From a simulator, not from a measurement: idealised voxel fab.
process module | voxel capacitor over wiring
cross-section cut | 195 nm wide | cells 5 nm
A cross-section is a grid of square cells, given in bands from the top down. A band is one or more rows of cells.
Each band's line starts with the height of the band's top and of its bottom, in nm. Then come its materials from left to right, each with its width in nm. One material with "throughout" fills the band from edge to edge. "air" is empty space.
Height 0 is the level under which the wafer as received is all one material. The lowest band goes on downwards, as in "0 down".
A width such as "30 to 40" changes by the same amount from each row of cells to the next, from the band's top row to its bottom row.
"no change" after a step means that no cell of the cross-section changed.
closed voids: empty space of 8 cells or more with no open way to the top, each as width x height at its distance from the left edge, in nm
after a step's settings: what the simulator itself notes on the step
overlay nm, on a step with a mask: how far to the right of its planned place the mask lay; to the left if negative
plan
1 op RECEIVE | material Si
2 op CONFORMAL_DEP | material SiO2 | thk nm 15
3 op CONFORMAL_DEP | material SiCN | thk nm 5
4 op DIRECTIONAL_DEP | material lowk | thk nm 20
5 op MASKED_ETCH | tone open | mask id METAL_1 | width nm 20 | pitch nm 80 | etch materials lowk | depth nm 20 | overlay nm 0
6 op MASKED_ETCH | tone open | mask id METAL_1 | width nm 20 | pitch nm 80 | etch materials SiCN | depth nm 5 | overlay nm 0
7 op CONFORMAL_DEP | material TiN | thk nm 5
8 op FILL_DEP | material Cu | thk nm 5
9 op CMP | height nm 40
10 op CONFORMAL_DEP | material SiCN | thk nm 5
11 op DIRECTIONAL_DEP | material lowk | thk nm 20
12 op DIRECTIONAL_DEP | material aC | thk nm 10
13 op PATTERN | tone open | mask id PLUG_1 | material resist | width nm 15 | thk nm 25 | overlay nm 0
14 op DIRECTIONAL_ETCH | etch materials aC | depth nm 10
15 op STRIP | etch materials resist
16 op DIRECTIONAL_ETCH | etch materials lowk | depth nm 20
17 op DIRECTIONAL_ETCH | etch materials SiCN | depth nm 5
18 op STRIP | etch materials aC
19 op CONFORMAL_DEP | material TiN | thk nm 5
20 op FILL_DEP | material Ru | thk nm 10
21 op CMP | height nm 65
22 op DIRECTIONAL_DEP | material TiN | thk nm 5
23 op DIRECTIONAL_DEP | material Al2O3 | thk nm 5
24 op DIRECTIONAL_DEP | material TiN | thk nm 10
25 op MASKED_ETCH | tone cover | mask id UPPER_PLATE | width nm 65 | etch materials TiN | depth nm 10 | overlay nm 0
26 op MASKED_ETCH | tone cover | mask id UPPER_PLATE | width nm 65 | etch materials Al2O3 | depth nm 5 | overlay nm 0
27 op MASKED_ETCH | tone cover | mask id LOWER_PLATE | width nm 75 | etch materials TiN | depth nm 5 | overlay nm 0
28 op FILL_DEP | material SiO2 | thk nm 15
29 op CMP | height nm 95
30 op PATTERN | tone open | mask id PLUG_2 | material resist | width nm 15 | thk nm 15 | overlay nm 0
31 op DIRECTIONAL_ETCH | etch materials SiO2 | depth nm 10
32 op STRIP | etch materials resist
33 op CONFORMAL_DEP | material TiN | thk nm 5
34 op FILL_DEP | material W | thk nm 5
35 op CMP | height nm 95
36 op CONFORMAL_DEP | material SiCN | thk nm 5
as received, after step 1
  0 down: Si throughout
  closed voids: none
a wafer at the end: this start, this plan, one mistake
  100 to 95: SiCN throughout
  95 to 90: SiO2 60 | TiN 5 | W 5 | TiN 5 | SiO2 120
  90 to 85: SiO2 60 | TiN 15 | SiO2 120
  85 to 75: SiO2 50 | TiN 65 | SiO2 80
  75 to 70: SiO2 50 | Al2O3 65 | SiO2 80
  70 to 65: SiO2 45 | TiN 75 | SiO2 75
  65 to 45: lowk 50 | TiN 5 | Ru 5 | TiN 5 | lowk 130
  45 to 40: SiCN 50 | TiN 15 | SiCN 130
  40 to 35: lowk 45 | TiN 5 | Cu 10 | TiN 5 | lowk 60 | TiN 5 | Cu 10 | TiN 5 | lowk 50
  35 to 30: SiCN 45 | TiN 20 | SiCN 60 | TiN 20 | SiCN 50
  30 to 0: SiO2 throughout
  0 down: Si throughout
  closed voids: none
what went wrong: step 2 was run twice
